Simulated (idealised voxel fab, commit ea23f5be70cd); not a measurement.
Module name: voxel wiring stack (process module)
Pictured: cross-section cut, 290 nm wide, on a grid of 5 nm square cells.
Bands, listed from the top down, are how a cross-section gets written in this document; the cross-section itself is a grid of square cells, and a band is one or more rows of them. Heads up on the band format: heights come first, top then bottom, in nm. After that it's the materials left to right, each with its width in nm. A single material flagged "throughout" fills the whole band edge to edge, and "air" means there's empty space there. Height datum 0, below which the as-received substrate wafer is one material. Lowest band open at the bottom, running downward: "0..down". A two-number width, for instance "30 to 40", indicates that the width is equal to the first number in the top row of the band and to the second number in the bottom row, and that it changes by a constant amount per row of cells. The designation "nothing altered", where it is given for a processing step, indicates that no cell of the cross-section was altered in the course of that step. You'll see "Closed voids list" listing empty spaces that have no way open to the top, as long as they're 8 cells or more; the notation is width x height at distance, where the distance is from the left edge, and all of it is in nm. Read whatever lies past the settings on a step's line as the simulator's own remark about the step. The setting "overlay nm" may be written on the line of a step. When the step uses a mask, the value reports how far to the right of the planned place the mask lay, and a negative value reports that it lay to the left.

## Intended process steps
1) RECEIVE (material Si)
2) CONFORMAL_DEP (material SiO2; thk nm 10)
3) CONFORMAL_DEP (material SiN; thk nm 5)
4) DIRECTIONAL_DEP (material lowk; thk nm 15)
5) MASKED_ETCH (tone open; mask id METAL_1; width nm 20; pitch nm 50; etch materials lowk; depth nm 15; overlay nm 0)
6) MASKED_ETCH (tone open; mask id METAL_1; width nm 20; pitch nm 50; etch materials SiN; depth nm 5; overlay nm 0)
7) CONFORMAL_DEP (material TiN; thk nm 5)
8) FILL_DEP (material Cu; thk nm 5)
9) CMP (height nm 30)
10) CONFORMAL_DEP (material SiCN; thk nm 5)
11) DIRECTIONAL_DEP (material SiO2; thk nm 30)
12) PATTERN (tone open; mask id METAL_2_HOLES; material resist; width nm 15; pitch nm 50; thk nm 15; overlay nm 0)
13) DIRECTIONAL_ETCH (etch materials SiO2; depth nm 30)
14) STRIP (etch materials resist)
15) MASKED_ETCH (tone open; mask id METAL_2; width nm 15; pitch nm 50; etch materials SiO2; depth nm 15; overlay nm 0)
16) MASKED_ETCH (tone open; mask id METAL_2; width nm 20; pitch nm 50; etch materials SiCN; depth nm 5; overlay nm 0)
17) CONFORMAL_DEP (material TiN; thk nm 5)
18) FILL_DEP (material Cu; thk nm 5)
19) CMP (height nm 65)
20) CONFORMAL_DEP (material SiCN; thk nm 5)
Keep in mind the plan's value for the width nm of step 15 comes from the first wafer; the wafers don't share that setting, but they do share the same starting point.

## The first of several wafers as received, shown in cross-section; this is its state after step 1
0..down  Si throughout
Closed voids list: none

## Module finished, last step 20 done: cross-section of the first of several wafers
70..65  SiCN throughout
65..55  SiO2: 60, TiN: 5, Cu: 10, TiN: 5, SiO2: 30, TiN: 5, Cu: 10, TiN: 5, SiO2: 30, TiN: 5, Cu: 10, TiN: 5, SiO2: 30, TiN: 5, Cu: 10, TiN: 5, SiO2: 60
55..50  SiO2: 60, TiN: 5, Cu: 5, TiN: 10, SiO2: 30, TiN: 5, Cu: 5, TiN: 10, SiO2: 30, TiN: 5, Cu: 5, TiN: 10, SiO2: 30, TiN: 5, Cu: 5, TiN: 10, SiO2: 60
50..35  SiO2: 60, TiN: 5, Cu: 5, TiN: 5, SiO2: 35, TiN: 5, Cu: 5, TiN: 5, SiO2: 35, TiN: 5, Cu: 5, TiN: 5, SiO2: 35, TiN: 5, Cu: 5, TiN: 5, SiO2: 65
35..30  SiCN: 60, TiN: 15, SiCN: 35, TiN: 15, SiCN: 35, TiN: 15, SiCN: 35, TiN: 15, SiCN: 65
30..15  lowk: 60, TiN: 5, Cu: 10, TiN: 5, lowk: 30, TiN: 5, Cu: 10, TiN: 5, lowk: 30, TiN: 5, Cu: 10, TiN: 5, lowk: 30, TiN: 5, Cu: 10, TiN: 5, lowk: 60
15..10  SiN: 60, TiN: 20, SiN: 30, TiN: 20, SiN: 30, TiN: 20, SiN: 30, TiN: 20, SiN: 60
10..0  SiO2 throughout
0..down  Si throughout
Closed voids list: none

## Last-wafer cross-section at the end of the module
70..65  SiCN throughout
65..55  SiO2: 55, TiN: 5, Cu: 25, TiN: 5, SiO2: 15, TiN: 5, Cu: 25, TiN: 5, SiO2: 15, TiN: 5, Cu: 25, TiN: 5, SiO2: 15, TiN: 5, Cu: 25, TiN: 5, SiO2: 50
55..50  SiO2: 55, TiN: 10, Cu: 5, TiN: 20, SiO2: 15, TiN: 10, Cu: 5, TiN: 20, SiO2: 15, TiN: 10, Cu: 5, TiN: 20, SiO2: 15, TiN: 10, Cu: 5, TiN: 20, SiO2: 50
50..35  SiO2: 60, TiN: 5, Cu: 5, TiN: 5, SiO2: 35, TiN: 5, Cu: 5, TiN: 5, SiO2: 35, TiN: 5, Cu: 5, TiN: 5, SiO2: 35, TiN: 5, Cu: 5, TiN: 5, SiO2: 65
35..30  SiCN: 60, TiN: 15, SiCN: 35, TiN: 15, SiCN: 35, TiN: 15, SiCN: 35, TiN: 15, SiCN: 65
30..15  lowk: 60, TiN: 5, Cu: 10, TiN: 5, lowk: 30, TiN: 5, Cu: 10, TiN: 5, lowk: 30, TiN: 5, Cu: 10, TiN: 5, lowk: 30, TiN: 5, Cu: 10, TiN: 5, lowk: 60
15..10  SiN: 60, TiN: 20, SiN: 30, TiN: 20, SiN: 30, TiN: 20, SiN: 30, TiN: 20, SiN: 60
10..0  SiO2 throughout
0..down  Si throughout
Closed voids list: none

## The following table contains a row per wafer, in which are reported, at the conclusion of the module, the cells of each material gained (+) or lost (-) since the wafer's receipt, with its closed voids given thereafter
width nm 15, +56 Cu, +104 SiCN, +42 SiN, +380 SiO2, +104 TiN, +126 lowk, Closed voids list: none
width nm 20, +56 Cu, +104 SiCN, +42 SiN, +380 SiO2, +104 TiN, +126 lowk, Closed voids list: none
width nm 25, +64 Cu, +104 SiCN, +42 SiN, +368 SiO2, +108 TiN, +126 lowk, Closed voids list: none
width nm 30, +72 Cu, +104 SiCN, +42 SiN, +356 SiO2, +112 TiN, +126 lowk, Closed voids list: none
width nm 35, +80 Cu, +104 SiCN, +42 SiN, +344 SiO2, +116 TiN, +126 lowk, Closed voids list: none
